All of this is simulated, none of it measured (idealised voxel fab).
This section sets out a process module, namely voxel self aligned contacts.
FYI the section here is cut, 230 nm wide, cells are 5 nm squares.
A cross-section is a grid of square cells, given in bands from the top down. A band is one or more rows of cells.
In this notation a band is specified by the heights of its top and bottom, in that order and in nm, after which its materials appear from left to right, each paired with its width in nm. The word "throughout" attached to a single material means that material fills the band from edge to edge; the word "blank" stands for empty space.
Height is counted from the level 0, under which the received wafer is composed throughout of one material. The lowest of the bands is not closed at the bottom but continues downward, in the notation "from 0 down".
So if you see something like "30 to 40" for the width, read it as the top row of the band sitting at the first number and the bottom row at the second, with every row in between moving by the same amount as the last.
For the purposes of this document, the phrase "no modification" attached to a step denotes that no cell within the cross-section was modified by that step.
Any empty space of 8 cells or more lacking an open way to the top shows up in "Enclosed internal cavities" as width x height at distance, distance from the left edge, in nm.
Formally, on a step line, whatever follows the settings is a remark that the simulator itself makes on the step.
For masked steps, "overlay nm" on the step line gives how far right of plan the mask actually lay; a minus sign means it lay to the left.
THE FOLLOWING LIST GIVES THE PLANNED PROCESS STEPS
- 1: RECEIVE with material Si
- 2: OXIDIZE with depth nm 5
- 3: DIRECTIONAL_DEP with material polySi, thk nm 30
- 4: DIRECTIONAL_DEP with material SiN, thk nm 25
- 5: MASKED_ETCH with tone cover, mask id GATE, width nm 35, pitch nm 80, etch materials SiN, depth nm 25, overlay nm 0
- 6: MASKED_ETCH with tone cover, mask id GATE, width nm 35, pitch nm 80, etch materials polySi, depth nm 30, overlay nm 0
- 7: CONFORMAL_DEP with material SiN, thk nm 10
- 8: DIRECTIONAL_ETCH with etch materials SiN, depth nm 10
- 9: FILL_DEP with material SiO2, thk nm 15
- 10: CMP with height nm 65
- 11: PATTERN with tone open, mask id CONTACT, material resist, width nm 55, pitch nm 80, thk nm 15, overlay nm 0
- 12: DIRECTIONAL_ETCH with etch materials SiO2, depth nm 70
- 13: STRIP with etch materials resist
- 14: CONFORMAL_DEP with material TiN, thk nm 5
- 15: FILL_DEP with material Ru, thk nm 5
- 16: CMP with height nm 65
- 17: CONFORMAL_DEP with material SiCN, thk nm 5
What sets these wafers apart? The width nm at step 11. They all start alike, and the plan carries the first wafer's value.
THE FIRST OF SEVERAL WAFERS IN CROSS-SECTION, EXACTLY AS IT REACHED US AFTER STEP 1
    from 0 down: Si throughout
    Enclosed internal cavities: none
END OF MODULE: CROSS-SECTION OF THE FIRST OF SEVERAL WAFERS AFTER STEP 17, THE LAST STEP
    from 70 to 65: SiCN throughout
    from 65 to 55: SiO2: 45 | TiN: 5 to 20 | Ru: 45 to 15 | TiN: 5 to 20 | SiO2: 25 | TiN: 5 to 20 | Ru: 45 to 15 | TiN: 5 to 20 | SiO2: 50
    from 55 to 30: SiO2: 5 | SiN: 55 | TiN: 5 | Ru: 15 | TiN: 5 | SiN: 55 | TiN: 5 | Ru: 15 | TiN: 5 | SiN: 55 | SiO2: 10
    from 30 to 0: SiO2: 5 | SiN: 10 | polySi: 35 | SiN: 10 | TiN: 5 | Ru: 15 | TiN: 5 | SiN: 10 | polySi: 35 | SiN: 10 | TiN: 5 | Ru: 15 | TiN: 5 | SiN: 10 | polySi: 35 | SiN: 10 | SiO2: 10
    from 0 to -5: SiO2: 60 | TiN: 25 | SiO2: 55 | TiN: 25 | SiO2: 65
    from -5 down: Si throughout
    Enclosed internal cavities: none
CROSS-SECTION, MODULE END, FINAL OF SEVERAL WAFERS
    from 70 to 65: SiCN throughout
    from 65 to 55: SiO2: 40 | TiN: 5 to 25 | Ru: 55 to 15 | TiN: 5 to 25 | SiO2: 15 | TiN: 5 to 25 | Ru: 55 to 15 | TiN: 5 to 25 | SiO2: 45
    from 55 to 30: SiO2: 5 | SiN: 55 | TiN: 5 | Ru: 15 | TiN: 5 | SiN: 55 | TiN: 5 | Ru: 15 | TiN: 5 | SiN: 55 | SiO2: 10
    from 30 to 0: SiO2: 5 | SiN: 10 | polySi: 35 | SiN: 10 | TiN: 5 | Ru: 15 | TiN: 5 | SiN: 10 | polySi: 35 | SiN: 10 | TiN: 5 | Ru: 15 | TiN: 5 | SiN: 10 | polySi: 35 | SiN: 10 | SiO2: 10
    from 0 to -5: SiO2: 60 | TiN: 25 | SiO2: 55 | TiN: 25 | SiO2: 65
    from -5 down: Si throughout
    Enclosed internal cavities: none
EACH WAFER AT THE END: CELLS OF EACH MATERIAL GAINED (+) OR LOST (-) SINCE IT WAS RECEIVED, THEN ITS CLOSED VOIDS
width nm 55; +90 Ru; -46 Si; +46 SiCN; +237 SiN; +117 SiO2; +74 TiN; +126 polySi; Enclosed internal cavities: none
width nm 60; +92 Ru; -46 Si; +46 SiCN; +237 SiN; +113 SiO2; +76 TiN; +126 polySi; Enclosed internal cavities: none
width nm 65; +94 Ru; -46 Si; +46 SiCN; +237 SiN; +109 SiO2; +78 TiN; +126 polySi; Enclosed internal cavities: none
